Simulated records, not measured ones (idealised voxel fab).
process module | voxel trench capacitor
cross-section cut | 230 nm wide | cells 5 nm
A cross-section is a grid of square cells, given in bands from the top down. A band is one or more rows of cells.
Each band's line starts with the height of the band's top and of its bottom, in nm. Then come its materials from left to right, each with its width in nm. One material with "throughout" fills the band from edge to edge. "air" is empty space.
Height 0 is the level under which the wafer as received is all one material. The lowest band goes on downwards, as in "0 down".
A width such as "30 to 40" changes by the same amount from each row of cells to the next, from the band's top row to its bottom row.
"no change" after a step means that no cell of the cross-section changed.
closed voids: empty space of 8 cells or more with no open way to the top, each as width x height at its distance from the left edge, in nm
after a step's settings: what the simulator itself notes on the step
overlay nm, on a step with a mask: how far to the right of its planned place the mask lay; to the left if negative
plan
1 op RECEIVE | material Si
2 op CONFORMAL_DEP | material SiN | thk nm 5
3 op MASKED_ETCH | tone open | mask id TRENCH | width nm 15 | pitch nm 30 | etch materials SiN | depth nm 5 | overlay nm -15
4 op MASKED_ETCH | tone open | mask id TRENCH | width nm 15 | pitch nm 30 | etch materials Si | depth nm 35 | overlay nm 0
5 op CONFORMAL_DEP | material Al2O3 | thk nm 5
6 op FILL_DEP | material polySi | thk nm 5
7 op CMP | height nm 5
varied across the wafers: overlay nm of step 3. The plan shows the first wafer's value. All wafers start alike
first wafer as received, after step 1
  0 down: Si throughout
  closed voids: none
first wafer at the end, after step 7
  5 to 0: SiN 45 | Al2O3 15 | SiN 15 | Al2O3 15 | SiN 15 | Al2O3 15 | SiN 15 | Al2O3 15 | SiN 80
  0 down: Si throughout
  closed voids: none
last wafer at the end
  5 to 0: SiN 75 | Al2O3 15 | SiN 15 | Al2O3 15 | SiN 15 | Al2O3 15 | SiN 15 | Al2O3 15 | SiN 50
  0 down: Si throughout
  closed voids: none
each wafer at the end: cells of each material gained (+) or lost (-) since it was received, then its closed voids
overlay nm -15 | +12 Al2O3 | +34 SiN | closed voids: none
overlay nm -10 | +40 Al2O3 | -28 Si | +34 SiN | closed voids: none
overlay nm -5 | +68 Al2O3 | -56 Si | +34 SiN | closed voids: none
overlay nm 0 | +68 Al2O3 | -84 Si | +34 SiN | +28 polySi | closed voids: none
overlay nm 5 | +68 Al2O3 | -56 Si | +34 SiN | closed voids: none
overlay nm 10 | +40 Al2O3 | -28 Si | +34 SiN | closed voids: none
overlay nm 15 | +12 Al2O3 | +34 SiN | closed voids: none
